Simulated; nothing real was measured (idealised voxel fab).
Proc. module: voxel capacitor over wiring
Displayed cross-section: cut, width of 275 nm, square cells sized 5 nm.
This document writes a cross-section as a grid whose cells are square, and gives it as bands, listed from the top down; one or more rows of cells form a band.
Each band's line starts with the height of the band's top and of its bottom, in nm. Then come its materials from left to right, each with its width in nm. One material with "full width" fills the band from edge to edge. "blank" is empty space.
Height datum 0, below which the as-received substrate wafer is one material. Lowest band open at the bottom, running downward: "0..down".
Per-row width for "30..40": begins at first number (top row of band), ends at second number (bottom row), increment between rows held constant.
Where the words "nothing different" appear for a step, the cross-section shows no cell changed by that step; every cell remained as before.
Entry "Sealed void inventory". Content: empty spaces with no open connection to the top, size 8 cells or greater. Each: width x height at distance. Distance: from left edge. Unit: nm.
The remark found on a step's line after its settings is issued by the simulator itself and pertains to that step.
Each step line may optionally specify "overlay nm", which for a step with a mask gives the rightward distance between the mask's planned place and where it lay, a negative value indicating the leftward direction.
# The following list gives the planned process steps
1) RECEIVE [material Si]
2) CONFORMAL_DEP [material SiO2] [thk nm 15]
3) DIRECTIONAL_DEP [material TiN] [thk nm 5]
4) DIRECTIONAL_DEP [material W] [thk nm 20]
5) MASKED_ETCH [tone cover] [mask id METAL_1] [width nm 30] [pitch nm 90] [etch materials W] [depth nm 20] [overlay nm 0]
6) MASKED_ETCH [tone cover] [mask id METAL_1] [width nm 30] [pitch nm 90] [etch materials TiN] [depth nm 5] [overlay nm 0]
7) CONFORMAL_DEP [material SiN] [thk nm 5]
8) FILL_DEP [material lowk] [thk nm 10]
9) CMP [height nm 40]
10) CONFORMAL_DEP [material SiCN] [thk nm 5]
11) DIRECTIONAL_DEP [material lowk] [thk nm 15]
12) MASKED_ETCH [tone open] [mask id PLUG_1] [width nm 15] [etch materials lowk] [depth nm 15] [overlay nm 0]
13) MASKED_ETCH [tone open] [mask id PLUG_1] [width nm 15] [etch materials SiCN] [depth nm 5] [overlay nm 0]
14) EPI [material Ru] [thk nm 10]
15) EPI [material Ru] [thk nm 10]
16) DIRECTIONAL_DEP [material TiN] [thk nm 10]
17) DIRECTIONAL_DEP [material HfO2] [thk nm 5]
18) DIRECTIONAL_DEP [material TiN] [thk nm 10]
19) MASKED_ETCH [tone cover] [mask id UPPER_PLATE] [width nm 65] [etch materials TiN] [depth nm 5] [overlay nm 0]
20) MASKED_ETCH [tone cover] [mask id UPPER_PLATE] [width nm 65] [etch materials HfO2] [depth nm 5] [overlay nm 0]
21) PATTERN [tone cover] [mask id LOWER_PLATE] [material resist] [width nm 75] [thk nm 20] [overlay nm 0]
22) DIRECTIONAL_ETCH [etch materials TiN] [depth nm 10]
23) STRIP [etch materials resist]
24) FILL_DEP [material SiO2] [thk nm 15]
25) CMP [height nm 95]
26) DIRECTIONAL_DEP [material aC] [thk nm 10]
27) PATTERN [tone open] [mask id PLUG_2] [material resist] [width nm 15] [thk nm 30] [overlay nm 0]
28) DIRECTIONAL_ETCH [etch materials aC] [depth nm 10]
29) STRIP [etch materials resist]
30) DIRECTIONAL_ETCH [etch materials SiO2] [depth nm 10]
31) STRIP [etch materials aC]
32) CONFORMAL_DEP [material TiN] [thk nm 5]
33) FILL_DEP [material Ru] [thk nm 5]
34) CMP [height nm 95]
35) CONFORMAL_DEP [material SiN] [thk nm 5]
Variable across wafers: step 19 depth nm (plan value is that of the first wafer; starting state common to all).
# First of several wafers, received after step 1, in cross-section
> 0..down  Si full width
> Sealed void inventory: none
# End of the module, past its last step, step 35: how the first of several wafers looks in cross-section
> 100..95  SiN full width
> 95..90  SiO2=100 | TiN=5 | Ru=5 | TiN=5 | SiO2=160
> 90..80  SiO2=100..90 | TiN=15..65 | SiO2=160..120
> 80..75  SiO2=85 | TiN=75 | SiO2=115
> 75..70  HfO2 full width
> 70..60  TiN full width
> 60..45  lowk=90 | Ru=15 | lowk=170
> 45..40  SiCN=90 | Ru=15 | SiCN=170
> 40..20  lowk=70 | SiN=5 | W=30 | SiN=5 | lowk=50 | SiN=5 | W=30 | SiN=5 | lowk=75
> 20..15  SiN=75 | TiN=30 | SiN=60 | TiN=30 | SiN=80
> 15..0  SiO2 full width
> 0..down  Si full width
> Sealed void inventory: none
# Here we cross-sectioned the last of the wafers once the module was done
> 100..95  SiN full width
> 95..90  SiO2=100 | TiN=5 | Ru=5 | TiN=5 | SiO2=160
> 90..85  SiO2=100 | TiN=15 | SiO2=160
> 85..75  SiO2=90 | TiN=65 | SiO2=120
> 75..70  SiO2=90 | HfO2=65 | SiO2=120
> 70..60  SiO2=85 | TiN=75 | SiO2=115
> 60..45  lowk=90 | Ru=15 | lowk=170
> 45..40  SiCN=90 | Ru=15 | SiCN=170
> 40..20  lowk=70 | SiN=5 | W=30 | SiN=5 | lowk=50 | SiN=5 | W=30 | SiN=5 | lowk=75
> 20..15  SiN=75 | TiN=30 | SiN=60 | TiN=30 | SiN=80
> 15..0  SiO2 full width
> 0..down  Si full width
> Sealed void inventory: none
# Per wafer, end of module: cells gained (+) or lost (-) per material since receipt, then closed voids
depth nm 5 | +55 HfO2 | +13 Ru | +52 SiCN | +114 SiN | +351 SiO2 | +155 TiN | +48 W | +312 lowk | Sealed void inventory: none
depth nm 10 | +13 HfO2 | +13 Ru | +52 SiCN | +114 SiN | +475 SiO2 | +73 TiN | +48 W | +312 lowk | Sealed void inventory: none
depth nm 15 | +13 HfO2 | +13 Ru | +52 SiCN | +114 SiN | +475 SiO2 | +73 TiN | +48 W | +312 lowk | Sealed void inventory: none
depth nm 20 | +13 HfO2 | +13 Ru | +52 SiCN | +114 SiN | +475 SiO2 | +73 TiN | +48 W | +312 lowk | Sealed void inventory: none
depth nm 25 | +13 HfO2 | +13 Ru | +52 SiCN | +114 SiN | +475 SiO2 | +73 TiN | +48 W | +312 lowk | Sealed void inventory: none
